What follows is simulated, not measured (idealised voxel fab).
The process module presented herein is designated voxel released beams.
Pictured: cross-section cut, 250 nm wide, on a grid of 5 nm square cells.
In this document a cross-section is written as a grid of square cells. It is given as a series of bands, listed from the top down, and a band is one or more rows of cells. What a band's entry tells you: where the top is and where the bottom is, as heights in nm, and after that what lies inside, material by material from left to right, each with its width in nm. Empty space is written as the word "empty", and a single material marked with the word "throughout" occupies the band from edge to edge. Heights are measured from 0, the level below which the as-received wafer is all one material; the lowest band has no bottom and continues downward, written as in "top 0, no bottom". You'd read "30..40" like this: the band's top row of cells is as wide as the first number, its bottom row is as wide as the second, and going down, every row changes width by the same amount as the row before did. Any step labelled "nothing changed" changed none of the cells in the cross-section. Any empty space of 8 cells or more lacking an open way to the top shows up in "Tabulated closed voids" as width x height at distance, distance from the left edge, in nm. If you see something after the settings on a step's line, that's the simulator's own remark about that step. overlay nm: step with mask; distance mask lay right of planned place; negative value = left of planned place.
List of planned process steps
step 1: RECEIVE,material Si
step 2: CONFORMAL_DEP,material SiN,thk nm 10
step 3: DIRECTIONAL_DEP,material SiO2,thk nm 15
step 4: MASKED_ETCH,tone open,mask id ANCHOR,width nm 35,etch materials SiO2,depth nm 5,overlay nm 0
step 5: CONFORMAL_DEP,material W,thk nm 15
step 6: PATTERN,tone cover,mask id BEAM,material resist,width nm 110,thk nm 15,overlay nm 0
step 7: DIRECTIONAL_ETCH,etch materials W,depth nm 15
step 8: STRIP,etch materials resist
step 9: STRIP,etch materials SiO2
varied across the wafers: depth nm of step 4. The plan shows the first wafer's value. All wafers start alike
As received, i.e. after step 1: cross-section through the first of several wafers
top 0, no bottom | Si throughout
Tabulated closed voids: none
Wafer rows, end of module: cells per material gained (+) or lost (-) since receipt; closed voids last
depth nm 5; +100 SiN; Tabulated closed voids: none
depth nm 10; +100 SiN; Tabulated closed voids: none
depth nm 15; +100 SiN; +84 W; Tabulated closed voids: none
depth nm 20; +100 SiN; +84 W; Tabulated closed voids: none
depth nm 25; +100 SiN; +84 W; Tabulated closed voids: none
depth nm 30; +100 SiN; +84 W; Tabulated closed voids: none
